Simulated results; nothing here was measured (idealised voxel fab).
The process module that follows is named voxel gate over fins.
210 nm wide, 5 nm square cells: that's cross-section cut.
Each cross-section below is a grid of square cells, stated as bands in top-down order, with one or more rows of cells making up each band. Top height, bottom height, nm. Materials left to right, width each, nm. Single material + "full width" = fills band edge to edge. "blank" = empty. Heads up on the height convention: 0 is the point under which the incoming wafer is all one material, and the lowest band has no bottom, it just keeps going down, like "z 0 and below". You'd read "30 to 40" like this: the band's top row of cells is as wide as the first number, its bottom row is as wide as the second, and going down, every row changes width by the same amount as the row before did. No cell of the cross-section changed in a step that is given as "everything unchanged". The entry titled "Sealed voids" provides the empty spaces that have no open way to the top, restricted to those of 8 cells or more. Each is presented as width x height at distance, the distance being measured from the left edge, with all three in nm. Whatever follows a step's settings on its line is a remark the simulator itself makes about that step. "overlay nm", when on a step's line for a step with a mask, measures how far to the right of its planned place the mask lay; a negative measure means to the left.
Intended process steps:
step 1: RECEIVE: material Si
step 2: CONFORMAL_DEP: material SiN, thk nm 10
step 3: DIRECTIONAL_DEP: material aC, thk nm 15
step 4: PATTERN: tone cover, mask id FINS, material resist, width nm 15, pitch nm 45, thk nm 35, overlay nm 0
step 5: DIRECTIONAL_ETCH: etch materials aC, depth nm 15
step 6: STRIP: etch materials resist
step 7: DIRECTIONAL_ETCH: etch materials SiN, depth nm 10
step 8: DIRECTIONAL_ETCH: etch materials Si, depth nm 35
step 9: STRIP: etch materials aC
step 10: FILL_DEP: material SiO2, thk nm 15
step 11: CMP: height nm 10
step 12: SELECTIVE_ETCH: etch materials SiO2, depth nm 25
step 13: STRIP: etch materials SiN
step 14: CONFORMAL_DEP: material HfO2, thk nm 5
step 15: CONFORMAL_DEP: material TiN, thk nm 5
step 16: CONFORMAL_DEP: material TiAl, thk nm 5
step 17: CONFORMAL_DEP: material TiN, thk nm 5
step 18: FILL_DEP: material W, thk nm 10
step 19: CMP: height nm 25
step 20: CONFORMAL_DEP: material SiCN, thk nm 5
first wafer, as planned:
Incoming wafer in cross-section (state: after step 1):
  z 0 and below = Si full width
  Sealed voids: none
Take a look at the wafer's cross-section after step 2:
  z 10 to 0 = SiN full width
  Lower than 0, everything is as it was.
Take a look at the wafer's cross-section after step 3:
  z 25 to 10 = aC full width
  Lower than 10, everything is as it was.
Take a look at the wafer's cross-section after step 4:
  z 60 to 25 = blank: 50; resist: 15; blank: 30; resist: 15; blank: 30; resist: 15; blank: 55
  Lower than 25, everything is as it was.
Take a look at the wafer's cross-section after step 5:
  z 45 to 25 = blank: 50; resist: 15; blank: 30; resist: 15; blank: 30; resist: 15; blank: 55
  z 25 to 10 = blank: 50; aC: 15; blank: 30; aC: 15; blank: 30; aC: 15; blank: 55
  Lower than 10, everything is as it was.
Take a look at the wafer's cross-section after step 6:
  z 25 to 10 = blank: 50; aC: 15; blank: 30; aC: 15; blank: 30; aC: 15; blank: 55
  Lower than 10, everything is as it was.
Take a look at the wafer's cross-section after step 7:
  z 25 to 10 = blank: 50; aC: 15; blank: 30; aC: 15; blank: 30; aC: 15; blank: 55
  z 10 to 0 = blank: 50; SiN: 15; blank: 30; SiN: 15; blank: 30; SiN: 15; blank: 55
  Lower than 0, everything is as it was.
Take a look at the wafer's cross-section after step 8:
  z 25 to 10 = blank: 50; aC: 15; blank: 30; aC: 15; blank: 30; aC: 15; blank: 55
  z 10 to 0 = blank: 50; SiN: 15; blank: 30; SiN: 15; blank: 30; SiN: 15; blank: 55
  z 0 to -35 = blank: 50; Si: 15; blank: 30; Si: 15; blank: 30; Si: 15; blank: 55
  Lower than -35, everything is as it was.
Take a look at the wafer's cross-section after step 9:
  z 10 to 0 = blank: 50; SiN: 15; blank: 30; SiN: 15; blank: 30; SiN: 15; blank: 55
  Lower than 0, everything is as it was.
Take a look at the wafer's cross-section after step 10:
  z 25 to 10 = SiO2 full width
  z 10 to 0 = SiO2: 50; SiN: 15; SiO2: 30; SiN: 15; SiO2: 30; SiN: 15; SiO2: 55
  z 0 to -35 = SiO2: 50; Si: 15; SiO2: 30; Si: 15; SiO2: 30; Si: 15; SiO2: 55
  Lower than -35, everything is as it was.
Take a look at the wafer's cross-section after step 11:
  z 10 to 0 = SiO2: 50; SiN: 15; SiO2: 30; SiN: 15; SiO2: 30; SiN: 15; SiO2: 55
  Lower than 0, everything is as it was.
Take a look at the wafer's cross-section after step 12:
  z 10 to 0 = blank: 50; SiN: 15; blank: 30; SiN: 15; blank: 30; SiN: 15; blank: 55
  z 0 to -15 = blank: 50; Si: 15; blank: 30; Si: 15; blank: 30; Si: 15; blank: 55
  Lower than -15, everything is as it was.
Take a look at the wafer's cross-section after step 13:
  z 0 to -15 = blank: 50; Si: 15; blank: 30; Si: 15; blank: 30; Si: 15; blank: 55
  Lower than -15, everything is as it was.
Take a look at the wafer's cross-section after step 14:
  z 5 to 0 = blank: 45; HfO2: 25; blank: 20; HfO2: 25; blank: 20; HfO2: 25; blank: 50
  z 0 to -10 = blank: 45; HfO2: 5; Si: 15; HfO2: 5; blank: 20; HfO2: 5; Si: 15; HfO2: 5; blank: 20; HfO2: 5; Si: 15; HfO2: 5; blank: 50
  z -10 to -15 = HfO2: 50; Si: 15; HfO2: 30; Si: 15; HfO2: 30; Si: 15; HfO2: 55
  Lower than -15, everything is as it was.
Take a look at the wafer's cross-section after step 15:
  z 10 to 5 = blank: 40; TiN: 35; blank: 10; TiN: 35; blank: 10; TiN: 35; blank: 45
  z 5 to 0 = blank: 40; TiN: 5; HfO2: 25; TiN: 5; blank: 10; TiN: 5; HfO2: 25; TiN: 5; blank: 10; TiN: 5; HfO2: 25; TiN: 5; blank: 45
  z 0 to -5 = blank: 40; TiN: 5; HfO2: 5; Si: 15; HfO2: 5; TiN: 5; blank: 10; TiN: 5; HfO2: 5; Si: 15; HfO2: 5; TiN: 5; blank: 10; TiN: 5; HfO2: 5; Si: 15; HfO2: 5; TiN: 5; blank: 45
  z -5 to -10 = TiN: 45; HfO2: 5; Si: 15; HfO2: 5; TiN: 20; HfO2: 5; Si: 15; HfO2: 5; TiN: 20; HfO2: 5; Si: 15; HfO2: 5; TiN: 50
  Lower than -10, everything is as it was.
Take a look at the wafer's cross-section after step 16:
  z 15 to 10 = blank: 35; TiAl: 135; blank: 40
  z 10 to 5 = blank: 35; TiAl: 5; TiN: 35; TiAl: 10; TiN: 35; TiAl: 10; TiN: 35; TiAl: 5; blank: 40
  z 5 to 0 = blank: 35; TiAl: 5; TiN: 5; HfO2: 25; TiN: 5; TiAl: 10; TiN: 5; HfO2: 25; TiN: 5; TiAl: 10; TiN: 5; HfO2: 25; TiN: 5; TiAl: 5; blank: 40
  z 0 to -5 = TiAl: 40; TiN: 5; HfO2: 5; Si: 15; HfO2: 5; TiN: 5; TiAl: 10; TiN: 5; HfO2: 5; Si: 15; HfO2: 5; TiN: 5; TiAl: 10; TiN: 5; HfO2: 5; Si: 15; HfO2: 5; TiN: 5; TiAl: 45
  Lower than -5, everything is as it was.
Take a look at the wafer's cross-section after step 17:
  z 20 to 15 = blank: 30; TiN: 145; blank: 35
  z 15 to 10 = blank: 30; TiN: 5; TiAl: 135; TiN: 5; blank: 35
  z 10 to 5 = blank: 30; TiN: 5; TiAl: 5; TiN: 35; TiAl: 10; TiN: 35; TiAl: 10; TiN: 35; TiAl: 5; TiN: 5; blank: 35
  z 5 to 0 = TiN: 35; TiAl: 5; TiN: 5; HfO2: 25; TiN: 5; TiAl: 10; TiN: 5; HfO2: 25; TiN: 5; TiAl: 10; TiN: 5; HfO2: 25; TiN: 5; TiAl: 5; TiN: 40
  Lower than 0, everything is as it was.
Take a look at the wafer's cross-section after step 18:
  z 30 to 20 = W full width
  z 20 to 15 = W: 30; TiN: 145; W: 35
  z 15 to 10 = W: 30; TiN: 5; TiAl: 135; TiN: 5; W: 35
  z 10 to 5 = W: 30; TiN: 5; TiAl: 5; TiN: 35; TiAl: 10; TiN: 35; TiAl: 10; TiN: 35; TiAl: 5; TiN: 5; W: 35
  Lower than 5, everything is as it was.
Take a look at the wafer's cross-section after step 19:
  z 25 to 20 = W full width
  Lower than 20, everything is as it was.
Take a look at the wafer's cross-section after step 20:
  z 30 to 25 = SiCN full width
  Lower than 25, everything is as it was.
Wafer two. Identical start, identical plan. One mistake in execution. Identical history through step 15:
Second wafer, section view, time point: scheduled end of step 16: everything unchanged
Second wafer, section view, time point: scheduled end of step 17:
  z 15 to 5 = blank: 35; TiN: 135; blank: 40
  z 5 to 0 = blank: 35; TiN: 10; HfO2: 25; TiN: 20; HfO2: 25; TiN: 20; HfO2: 25; TiN: 10; blank: 40
  z 0 to -10 = TiN: 45; HfO2: 5; Si: 15; HfO2: 5; TiN: 20; HfO2: 5; Si: 15; HfO2: 5; TiN: 20; HfO2: 5; Si: 15; HfO2: 5; TiN: 50
  Lower than -10, everything is as it was.
Second wafer, section view, time point: scheduled end of step 18:
  z 25 to 15 = W full width
  z 15 to 5 = W: 35; TiN: 135; W: 40
  z 5 to 0 = W: 35; TiN: 10; HfO2: 25; TiN: 20; HfO2: 25; TiN: 20; HfO2: 25; TiN: 10; W: 40
  Lower than 0, everything is as it was.
Second wafer, section view, time point: scheduled end of step 19: everything unchanged
Second wafer, section view, time point: scheduled end of step 20:
  z 30 to 25 = SiCN full width
  Lower than 25, everything is as it was.
What was done differently from what was planned? plan step 16 was not performed, having been skipped
Upon completion, the second wafer contains, in terms of cells, a greater or smaller amount of certain materials than the first wafer: -60 TiAl, +12 TiN, +48 W
